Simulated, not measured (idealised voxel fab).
process module | voxel released beams
cross-section cut | 205 nm wide | cells 5 nm
A cross-section is a grid of square cells, given in bands from the top down. A band is one or more rows of cells.
Each band's line starts with the height of the band's top and of its bottom, in nm. Then come its materials from left to right, each with its width in nm. One material with "throughout" fills the band from edge to edge. "air" is empty space.
Height 0 is the level under which the wafer as received is all one material. The lowest band goes on downwards, as in "0 down".
A width such as "30 to 40" changes by the same amount from each row of cells to the next, from the band's top row to its bottom row.
"no change" after a step means that no cell of the cross-section changed.
closed voids: empty space of 8 cells or more with no open way to the top, each as width x height at its distance from the left edge, in nm
after a step's settings: what the simulator itself notes on the step
overlay nm, on a step with a mask: how far to the right of its planned place the mask lay; to the left if negative
plan
1 op RECEIVE | material Si
2 op CONFORMAL_DEP | material SiN | thk nm 5
3 op DIRECTIONAL_DEP | material SiO2 | thk nm 20
4 op MASKED_ETCH | tone open | mask id ANCHOR | width nm 25 | etch materials SiO2 | depth nm 20 | overlay nm 0
5 op CONFORMAL_DEP | material polySi | thk nm 10
6 op PATTERN | tone cover | mask id BEAM | material resist | width nm 80 | thk nm 20 | overlay nm 0
7 op DIRECTIONAL_ETCH | etch materials polySi | depth nm 10
8 op STRIP | etch materials resist
9 op STRIP | etch materials SiO2
as received, after step 1
  0 down: Si throughout
  closed voids: none
first wafer at the end, as planned
  35 to 25: air 60 | polySi 15 | air 5 | polySi 60 | air 65
  25 to 15: air 65 | polySi 10 | air 5 | polySi 10 | air 115
  15 to 5: air 65 | polySi 25 | air 115
  5 to 0: SiN throughout
  0 down: Si throughout
  closed voids: none
second wafer at the end: like start, like plan, one mistake
  15 to 5: air 60 | polySi 80 | air 65
  5 to 0: SiN throughout
  0 down: Si throughout
  closed voids: none
what went wrong: step 3 was left out
at the end the second wafer has, in cells: 16 fewer of polySi
